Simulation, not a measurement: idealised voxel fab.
process module | voxel plated lines
cross-section cut | 225 nm wide | cells 5 nm
A cross-section is a grid of square cells, given in bands from the top down. A band is one or more rows of cells.
Each band's line starts with the height of the band's top and of its bottom, in nm. Then come its materials from left to right, each with its width in nm. One material with "throughout" fills the band from edge to edge. "air" is empty space.
Height 0 is the level under which the wafer as received is all one material. The lowest band goes on downwards, as in "0 down".
A width such as "30 to 40" changes by the same amount from each row of cells to the next, from the band's top row to its bottom row.
"no change" after a step means that no cell of the cross-section changed.
closed voids: empty space of 8 cells or more with no open way to the top, each as width x height at its distance from the left edge, in nm
after a step's settings: what the simulator itself notes on the step
overlay nm, on a step with a mask: how far to the right of its planned place the mask lay; to the left if negative
plan
1 op RECEIVE | material Si
2 op CONFORMAL_DEP | material Al2O3 | thk nm 15
3 op DIRECTIONAL_DEP | material TiN | thk nm 5
4 op PATTERN | tone open | mask id LINES | material resist | width nm 15 | pitch nm 45 | thk nm 30 | overlay nm 0
5 op EPI | material Ru | thk nm 5
6 op EPI | material Ru | thk nm 10
7 op STRIP | etch materials resist
8 op DIRECTIONAL_ETCH | etch materials TiN | depth nm 5
9 op CONFORMAL_DEP | material SiN | thk nm 5
varied across the wafers: width nm of step 4. The plan shows the first wafer's value. All wafers start alike
first wafer as received, after step 1
  0 down: Si throughout
  closed voids: none
each wafer at the end: cells of each material gained (+) or lost (-) since it was received, then its closed voids
width nm 15 | +135 Al2O3 | +36 Ru | +77 SiN | +12 TiN | closed voids: none
width nm 20 | +135 Al2O3 | +48 Ru | +77 SiN | +16 TiN | closed voids: none
width nm 25 | +135 Al2O3 | +60 Ru | +77 SiN | +20 TiN | closed voids: none
width nm 30 | +135 Al2O3 | +72 Ru | +77 SiN | +24 TiN | closed voids: none
